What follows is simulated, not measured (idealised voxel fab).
The process module presented herein is designated voxel wiring stack.
Square cells of 5 nm make up the cross-section cut, whose width is 160 nm.
How to read a cross-section here: the picture is a grid of square cells, written as bands going from the top down, and any band can span one or more rows of cells.
Quick guide to a band line: top height, bottom height (nm) up front; then every material left to right with its width in nm. Only one material and it's marked "all across"? Then it fills the band edge to edge. And "empty" just means empty space.
Note: height 0 marks the level under which the wafer is uniformly one material as received. Lowest band unbounded below, written "0..down".
The notation "30->40" denotes a width that varies across the rows of cells in the band, beginning at the first number in the top row, finishing at the second number in the bottom row, and changing by an identical amount from each row to the next.
Basically "nothing was modified" means that step didn't change any cell in the cross-section.
The label "Fully sealed voids" introduces a list of the empty spaces, 8 cells or larger, that have no open way up to the top; each entry in it reads width x height at distance, where the distance is taken from the left edge and all three are stated in nm.
The remark found on a step's line after its settings is issued by the simulator itself and pertains to that step.
"overlay nm", when on a step's line for a step with a mask, measures how far to the right of its planned place the mask lay; a negative measure means to the left.

The planned process steps are enumerated hereunder:
- 1: op RECEIVE | material Si
- 2: op CONFORMAL_DEP | material SiO2 | thk nm 15
- 3: op CONFORMAL_DEP | material SiN | thk nm 5
- 4: op DIRECTIONAL_DEP | material SiO2 | thk nm 25
- 5: op PATTERN | tone open | mask id METAL_1 | material resist | width nm 25 | pitch nm 45 | thk nm 15 | overlay nm -5
- 6: op DIRECTIONAL_ETCH | etch materials SiO2 | depth nm 25
- 7: op DIRECTIONAL_ETCH | etch materials SiN | depth nm 5
- 8: op STRIP | etch materials resist
- 9: op CONFORMAL_DEP | material TiN | thk nm 5
- 10: op FILL_DEP | material W | thk nm 5
- 11: op CMP | height nm 45
- 12: op CONFORMAL_DEP | material SiCN | thk nm 5
- 13: op DIRECTIONAL_DEP | material SiO2 | thk nm 30
- 14: op DIRECTIONAL_DEP | material aC | thk nm 10
- 15: op PATTERN | tone open | mask id METAL_2_HOLES | material resist | width nm 15 | pitch nm 90 | thk nm 30 | overlay nm 0
- 16: op DIRECTIONAL_ETCH | etch materials aC | depth nm 10
- 17: op STRIP | etch materials resist
- 18: op DIRECTIONAL_ETCH | etch materials SiO2 | depth nm 30
- 19: op STRIP | etch materials aC
- 20: op DIRECTIONAL_DEP | material aC | thk nm 15
- 21: op PATTERN | tone open | mask id METAL_2 | material resist | width nm 25 | pitch nm 45 | thk nm 35 | overlay nm 0
- 22: op DIRECTIONAL_ETCH | etch materials aC | depth nm 15
- 23: op STRIP | etch materials resist
- 24: op DIRECTIONAL_ETCH | etch materials SiO2 | depth nm 15
- 25: op DIRECTIONAL_ETCH | etch materials SiCN | depth nm 5
- 26: op STRIP | etch materials aC
- 27: op CONFORMAL_DEP | material TiN | thk nm 5
- 28: op FILL_DEP | material Cu | thk nm 10
- 29: op CMP | height nm 80
- 30: op CONFORMAL_DEP | material SiCN | thk nm 5
Variable across wafers: step 5 overlay nm (plan value is that of the first wafer; starting state common to all).

This is how the first of several wafers looked in cross-section when it arrived, which is after step 1:
- 0..down = Si all across
- Fully sealed voids: none

Cross-section after step 30, the final step of the module, for the first of several wafers:
- 85..80 = SiCN all across
- 80..70 = SiO2 20 nm | TiN 5 nm | Cu 15 nm | TiN 5 nm | SiO2 20 nm | TiN 5 nm | Cu 15 nm | TiN 5 nm | SiO2 20 nm | TiN 5 nm | Cu 15 nm | TiN 5 nm | SiO2 25 nm
- 70..65 = SiO2 20 nm | TiN 5 nm | Cu 5 nm | TiN 15 nm | SiO2 20 nm | TiN 25 nm | SiO2 20 nm | TiN 5 nm | Cu 5 nm | TiN 15 nm | SiO2 25 nm
- 65..50 = SiO2 20 nm | TiN 5 nm | Cu 5 nm | TiN 5 nm | SiO2 75 nm | TiN 5 nm | Cu 5 nm | TiN 5 nm | SiO2 35 nm
- 50..45 = SiCN 20 nm | TiN 15 nm | SiCN 75 nm | TiN 15 nm | SiCN 35 nm
- 45..20 = SiO2 15 nm | TiN 5 nm | W 15 nm | TiN 5 nm | SiO2 20 nm | TiN 5 nm | W 15 nm | TiN 5 nm | SiO2 20 nm | TiN 5 nm | W 15 nm | TiN 5 nm | SiO2 30 nm
- 20..15 = SiN 15 nm | TiN 25 nm | SiN 20 nm | TiN 25 nm | SiN 20 nm | TiN 25 nm | SiN 30 nm
- 15..0 = SiO2 all across
- 0..down = Si all across
- Fully sealed voids: none

At the end of the module, the last of several wafers in cross-section:
- 85..80 = SiCN all across
- 80..70 = SiO2 20 nm | TiN 5 nm | Cu 15 nm | TiN 5 nm | SiO2 20 nm | TiN 5 nm | Cu 15 nm | TiN 5 nm | SiO2 20 nm | TiN 5 nm | Cu 15 nm | TiN 5 nm | SiO2 25 nm
- 70..65 = SiO2 20 nm | TiN 5 nm | Cu 5 nm | TiN 15 nm | SiO2 20 nm | TiN 25 nm | SiO2 20 nm | TiN 5 nm | Cu 5 nm | TiN 15 nm | SiO2 25 nm
- 65..50 = SiO2 20 nm | TiN 5 nm | Cu 5 nm | TiN 5 nm | SiO2 75 nm | TiN 5 nm | Cu 5 nm | TiN 5 nm | SiO2 35 nm
- 50..45 = SiCN 20 nm | TiN 15 nm | SiCN 75 nm | TiN 15 nm | SiCN 35 nm
- 45..20 = SiO2 30 nm | TiN 5 nm | W 15 nm | TiN 5 nm | SiO2 20 nm | TiN 5 nm | W 15 nm | TiN 5 nm | SiO2 20 nm | TiN 5 nm | W 15 nm | TiN 5 nm | SiO2 15 nm
- 20..15 = SiN 30 nm | TiN 25 nm | SiN 20 nm | TiN 25 nm | SiN 20 nm | TiN 25 nm | SiN 15 nm
- 15..0 = SiO2 all across
- 0..down = Si all across
- Fully sealed voids: none

The rows of the table below are wafers. Looking at the end of the module, a row counts, for every material, the cells the wafer has gained, shown as (+), or lost, shown as (-), since it was received; its closed voids come next:
overlay nm -5, +26 Cu, +58 SiCN, +17 SiN, +310 SiO2, +88 TiN, +45 W, Fully sealed voids: none
overlay nm 0, +26 Cu, +58 SiCN, +17 SiN, +310 SiO2, +88 TiN, +45 W, Fully sealed voids: none
overlay nm 5, +26 Cu, +58 SiCN, +17 SiN, +310 SiO2, +88 TiN, +45 W, Fully sealed voids: none
overlay nm 10, +26 Cu, +58 SiCN, +17 SiN, +310 SiO2, +88 TiN, +45 W, Fully sealed voids: none
